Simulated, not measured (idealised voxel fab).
process module | voxel gate over fins
Xsec cut, 220 nm wide, square cell size 5 nm.
Format of a cross-section: grid, square cells. Given as bands. Order: top down. Band: one or more rows of cells. Heads up on the band format: heights come first, top then bottom, in nm. After that it's the materials left to right, each with its width in nm. A single material flagged "edge to edge" fills the whole band edge to edge, and "blank" means there's empty space there. Ref level 0: as-received wafer is one material below here. Bottom band extends down with no lower bound ("from 0 down"). Note: "30..40" means the width goes from the first number (top row of the band) to the second number (bottom row) in equal steps per row of cells. What does "left unchanged" mean for a step? It means no cell of the cross-section changed in that step. The list in "Tabulated closed voids" covers empty spaces of 8 cells or more that cannot reach the top through any open way, and it gives each as width x height at distance; the distance is from the left edge, and width, height and distance are in nm. On a step's line, text after the settings is the simulator commenting on that step. A step's line can hold "overlay nm"; with a mask on that step, the setting says how far right of the planned place the mask lay, while a negative setting says it lay to the left.

Below is the list of planned process steps
| 1 | RECEIVE [material Si] |
| 2 | CONFORMAL_DEP [material SiN] [thk nm 5] |
| 3 | DIRECTIONAL_DEP [material aC] [thk nm 15] |
| 4 | PATTERN [tone cover] [mask id FINS] [material resist] [width nm 15] [pitch nm 45] [thk nm 30] [overlay nm 0] |
| 5 | DIRECTIONAL_ETCH [etch materials aC] [depth nm 15] |
| 6 | STRIP [etch materials resist] |
| 7 | DIRECTIONAL_ETCH [etch materials SiN] [depth nm 5] |
| 8 | DIRECTIONAL_ETCH [etch materials Si] [depth nm 40] |
| 9 | STRIP [etch materials aC] |
| 10 | OXIDIZE [depth nm 5] |
| 11 | FILL_DEP [material SiO2] [thk nm 10] |
| 12 | CMP [height nm 5] |
| 13 | SELECTIVE_ETCH [etch materials SiO2] [depth nm 20] |
| 14 | STRIP [etch materials SiN] |
| 15 | CONFORMAL_DEP [material HfO2] [thk nm 5] |
| 16 | CONFORMAL_DEP [material TiN] [thk nm 5] |
| 17 | FILL_DEP [material W] [thk nm 15] |
| 18 | CMP [height nm 20] |
| 19 | CONFORMAL_DEP [material SiCN] [thk nm 5] |

First wafer out of two, processed as planned

As-received state of the wafer in cross-section, equivalent to post-step 1
* from 0 down | Si edge to edge
* Tabulated closed voids: none

Cross-section: wafer state after step 2
* from 5 to 0 | SiN edge to edge
* Under the height 0 nothing was changed.

Cross-section: wafer state after step 3
* from 20 to 5 | aC edge to edge
* Under the height 5 nothing was changed.

Cross-section: wafer state after step 4
* from 50 to 20 | blank 55 nm  resist 15 nm  blank 30 nm  resist 15 nm  blank 30 nm  resist 15 nm  blank 60 nm
* Under the height 20 nothing was changed.

Cross-section: wafer state after step 5
* from 35 to 20 | blank 55 nm  resist 15 nm  blank 30 nm  resist 15 nm  blank 30 nm  resist 15 nm  blank 60 nm
* from 20 to 5 | blank 55 nm  aC 15 nm  blank 30 nm  aC 15 nm  blank 30 nm  aC 15 nm  blank 60 nm
* Under the height 5 nothing was changed.

Cross-section: wafer state after step 6
* from 20 to 5 | blank 55 nm  aC 15 nm  blank 30 nm  aC 15 nm  blank 30 nm  aC 15 nm  blank 60 nm
* Under the height 5 nothing was changed.

Cross-section: wafer state after step 7
* from 20 to 5 | blank 55 nm  aC 15 nm  blank 30 nm  aC 15 nm  blank 30 nm  aC 15 nm  blank 60 nm
* from 5 to 0 | blank 55 nm  SiN 15 nm  blank 30 nm  SiN 15 nm  blank 30 nm  SiN 15 nm  blank 60 nm
* Under the height 0 nothing was changed.

Cross-section: wafer state after step 8
* from 20 to 5 | blank 55 nm  aC 15 nm  blank 30 nm  aC 15 nm  blank 30 nm  aC 15 nm  blank 60 nm
* from 5 to 0 | blank 55 nm  SiN 15 nm  blank 30 nm  SiN 15 nm  blank 30 nm  SiN 15 nm  blank 60 nm
* from 0 to -40 | blank 55 nm  Si 15 nm  blank 30 nm  Si 15 nm  blank 30 nm  Si 15 nm  blank 60 nm
* Under the height -40 nothing was changed.

Cross-section: wafer state after step 9
* from 5 to 0 | blank 55 nm  SiN 15 nm  blank 30 nm  SiN 15 nm  blank 30 nm  SiN 15 nm  blank 60 nm
* Under the height 0 nothing was changed.

Cross-section: wafer state after step 10
* from 5 to 0 | blank 55 nm  SiN 15 nm  blank 30 nm  SiN 15 nm  blank 30 nm  SiN 15 nm  blank 60 nm
* from 0 to -40 | blank 55 nm  SiO2 5 nm  Si 5 nm  SiO2 5 nm  blank 30 nm  SiO2 5 nm  Si 5 nm  SiO2 5 nm  blank 30 nm  SiO2 5 nm  Si 5 nm  SiO2 5 nm  blank 60 nm
* from -40 to -45 | SiO2 60 nm  Si 5 nm  SiO2 40 nm  Si 5 nm  SiO2 40 nm  Si 5 nm  SiO2 65 nm
* Under the height -45 nothing was changed.

Cross-section: wafer state after step 11
* from 15 to 5 | SiO2 edge to edge
* from 5 to 0 | SiO2 55 nm  SiN 15 nm  SiO2 30 nm  SiN 15 nm  SiO2 30 nm  SiN 15 nm  SiO2 60 nm
* from 0 to -45 | SiO2 60 nm  Si 5 nm  SiO2 40 nm  Si 5 nm  SiO2 40 nm  Si 5 nm  SiO2 65 nm
* Under the height -45 nothing was changed.

Cross-section: wafer state after step 12
* from 5 to 0 | SiO2 55 nm  SiN 15 nm  SiO2 30 nm  SiN 15 nm  SiO2 30 nm  SiN 15 nm  SiO2 60 nm
* Under the height 0 nothing was changed.

Cross-section: wafer state after step 13
* from 5 to 0 | blank 55 nm  SiN 15 nm  blank 30 nm  SiN 15 nm  blank 30 nm  SiN 15 nm  blank 60 nm
* from 0 to -15 | blank 60 nm  Si 5 nm  blank 40 nm  Si 5 nm  blank 40 nm  Si 5 nm  blank 65 nm
* Under the height -15 nothing was changed.

Cross-section: wafer state after step 14
* from 0 to -15 | blank 60 nm  Si 5 nm  blank 40 nm  Si 5 nm  blank 40 nm  Si 5 nm  blank 65 nm
* Under the height -15 nothing was changed.

Cross-section: wafer state after step 15
* from 5 to 0 | blank 55 nm  HfO2 15 nm  blank 30 nm  HfO2 15 nm  blank 30 nm  HfO2 15 nm  blank 60 nm
* from 0 to -10 | blank 55 nm  HfO2 5 nm  Si 5 nm  HfO2 5 nm  blank 30 nm  HfO2 5 nm  Si 5 nm  HfO2 5 nm  blank 30 nm  HfO2 5 nm  Si 5 nm  HfO2 5 nm  blank 60 nm
* from -10 to -15 | HfO2 60 nm  Si 5 nm  HfO2 40 nm  Si 5 nm  HfO2 40 nm  Si 5 nm  HfO2 65 nm
* Under the height -15 nothing was changed.

Cross-section: wafer state after step 16
* from 10 to 5 | blank 50 nm  TiN 25 nm  blank 20 nm  TiN 25 nm  blank 20 nm  TiN 25 nm  blank 55 nm
* from 5 to 0 | blank 50 nm  TiN 5 nm  HfO2 15 nm  TiN 5 nm  blank 20 nm  TiN 5 nm  HfO2 15 nm  TiN 5 nm  blank 20 nm  TiN 5 nm  HfO2 15 nm  TiN 5 nm  blank 55 nm
* from 0 to -5 | blank 50 nm  TiN 5 nm  HfO2 5 nm  Si 5 nm  HfO2 5 nm  TiN 5 nm  blank 20 nm  TiN 5 nm  HfO2 5 nm  Si 5 nm  HfO2 5 nm  TiN 5 nm  blank 20 nm  TiN 5 nm  HfO2 5 nm  Si 5 nm  HfO2 5 nm  TiN 5 nm  blank 55 nm
* from -5 to -10 | TiN 55 nm  HfO2 5 nm  Si 5 nm  HfO2 5 nm  TiN 30 nm  HfO2 5 nm  Si 5 nm  HfO2 5 nm  TiN 30 nm  HfO2 5 nm  Si 5 nm  HfO2 5 nm  TiN 60 nm
* Under the height -10 nothing was changed.

Cross-section: wafer state after step 17
* from 25 to 10 | W edge to edge
* from 10 to 5 | W 50 nm  TiN 25 nm  W 20 nm  TiN 25 nm  W 20 nm  TiN 25 nm  W 55 nm
* from 5 to 0 | W 50 nm  TiN 5 nm  HfO2 15 nm  TiN 5 nm  W 20 nm  TiN 5 nm  HfO2 15 nm  TiN 5 nm  W 20 nm  TiN 5 nm  HfO2 15 nm  TiN 5 nm  W 55 nm
* from 0 to -5 | W 50 nm  TiN 5 nm  HfO2 5 nm  Si 5 nm  HfO2 5 nm  TiN 5 nm  W 20 nm  TiN 5 nm  HfO2 5 nm  Si 5 nm  HfO2 5 nm  TiN 5 nm  W 20 nm  TiN 5 nm  HfO2 5 nm  Si 5 nm  HfO2 5 nm  TiN 5 nm  W 55 nm
* Under the height -5 nothing was changed.

Cross-section: wafer state after step 18
* from 20 to 10 | W edge to edge
* Under the height 10 nothing was changed.

Cross-section: wafer state after step 19
* from 25 to 20 | SiCN edge to edge
* Under the height 20 nothing was changed.

Second wafer: like start, like plan, one mistake. Through step 14 it matches the first wafer

Second wafer, sectioned view, at step 15's planned end time: left unchanged

Second wafer, sectioned view, at step 16's planned end time
* from 5 to 0 | blank 55 nm  TiN 15 nm  blank 30 nm  TiN 15 nm  blank 30 nm  TiN 15 nm  blank 60 nm
* from 0 to -10 | blank 55 nm  TiN 5 nm  Si 5 nm  TiN 5 nm  blank 30 nm  TiN 5 nm  Si 5 nm  TiN 5 nm  blank 30 nm  TiN 5 nm  Si 5 nm  TiN 5 nm  blank 60 nm
* from -10 to -15 | TiN 60 nm  Si 5 nm  TiN 40 nm  Si 5 nm  TiN 40 nm  Si 5 nm  TiN 65 nm
* Under the height -15 nothing was changed.

Second wafer, sectioned view, at step 17's planned end time
* from 20 to 5 | W edge to edge
* from 5 to 0 | W 55 nm  TiN 15 nm  W 30 nm  TiN 15 nm  W 30 nm  TiN 15 nm  W 60 nm
* from 0 to -10 | W 55 nm  TiN 5 nm  Si 5 nm  TiN 5 nm  W 30 nm  TiN 5 nm  Si 5 nm  TiN 5 nm  W 30 nm  TiN 5 nm  Si 5 nm  TiN 5 nm  W 60 nm
* Under the height -10 nothing was changed.

Second wafer, sectioned view, at step 18's planned end time: left unchanged

Second wafer, sectioned view, at step 19's planned end time
* from 25 to 20 | SiCN edge to edge
* Under the height 20 nothing was changed.
The plan and the run diverged here: with respect to the plan, step 15 was omitted and not executed
FYI, end of process, the second wafer has more or fewer cells of some materials than the first: HfO2: 62 fewer; W: 62 more
